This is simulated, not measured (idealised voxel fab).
A process module follows: voxel ribs on slabs.
210 nm wide, 5 nm square cells: that's cross-section cut.
Heads up, the way a cross-section reads in here is a grid of square cells, handed over as bands from the top down, with every band being one or more rows of cells. Each band's line starts with the height of the band's top and of its bottom, in nm. Then come its materials from left to right, each with its width in nm. One material with "all across" fills the band from edge to edge. "blank" is empty space. Convention: height 0 is the level below which the wafer, as received, is all one material. The lowest band does not terminate at the bottom but continues downward, represented as "top 0, no bottom". Width spec "30->40" -> top row of cells at first value, bottom row at second value, equal per-row change in between. Any step labelled "nothing was modified" changed none of the cells in the cross-section. Voids not open to the top, 8 cells minimum: see "Sealed internal cavities". Written width x height at distance; distance is from the left edge; nm. It should be noted that, on the line of a given step, the content following the step's settings is a remark produced by the simulator itself with respect to that step. "overlay nm", when on a step's line for a step with a mask, measures how far to the right of its planned place the mask lay; a negative measure means to the left.

Process steps foreseen in the plan
- 1: RECEIVE: material Si
- 2: DIRECTIONAL_DEP: material SiO2, thk nm 20
- 3: DIRECTIONAL_DEP: material polySi, thk nm 15
- 4: PATTERN: tone cover, mask id RIB, material resist, width nm 15, thk nm 15, overlay nm 0
- 5: DIRECTIONAL_ETCH: etch materials polySi, depth nm 10
- 6: STRIP: etch materials resist
- 7: MASKED_ETCH: tone cover, mask id SLAB, width nm 65, etch materials polySi, depth nm 5, overlay nm 0
- 8: FILL_DEP: material SiO2, thk nm 15
- 9: CMP: height nm 45
- 10: DIRECTIONAL_DEP: material W, thk nm 10
- 11: DIRECTIONAL_DEP: material aC, thk nm 10
- 12: PATTERN: tone cover, mask id HEATER, material resist, width nm 25, thk nm 25, overlay nm 0
- 13: DIRECTIONAL_ETCH: etch materials aC, depth nm 10
- 14: STRIP: etch materials resist
- 15: DIRECTIONAL_ETCH: etch materials W, depth nm 10
- 16: STRIP: etch materials aC
- 17: CONFORMAL_DEP: material SiN, thk nm 5

Cross-section of the wafer upon arrival, representing the state reached after step 1
> top 0, no bottom  Si all across
> Sealed internal cavities: none

Run as planned - first of the two wafers cross-sectioned at the end of the module
> top 60, bottom 55  blank=85; SiN=35; blank=90
> top 55, bottom 50  blank=85; SiN=5; W=25; SiN=5; blank=90
> top 50, bottom 45  SiN=90; W=25; SiN=95
> top 45, bottom 35  SiO2 all across
> top 35, bottom 25  SiO2=95; polySi=15; SiO2=100
> top 25, bottom 20  SiO2=70; polySi=65; SiO2=75
> top 20, bottom 0  SiO2 all across
> top 0, no bottom  Si all across
> Sealed internal cavities: none

Second wafer through the module, sectioned at the end: same beginning and same plan as the first wafer, with one mistake in carrying it out
> top 60, bottom 55  blank=85; SiN=35; blank=90
> top 55, bottom 50  blank=85; SiN=5; W=25; SiN=5; blank=90
> top 50, bottom 45  SiN=90; W=25; SiN=95
> top 45, bottom 35  SiO2=95; polySi=15; SiO2=100
> top 35, bottom 30  SiO2=70; polySi=65; SiO2=75
> top 30, bottom 20  polySi all across
> top 20, bottom 0  SiO2 all across
> top 0, no bottom  Si all across
> Sealed internal cavities: none
Plan not followed: not per plan at step 3, really ran DIRECTIONAL_DEP: material polySi, thk nm 25
It is noted that, at the conclusion of processing, the second wafer exhibits a higher or lower cell count for certain materials relative to the first: -84 SiO2 | +84 polySi
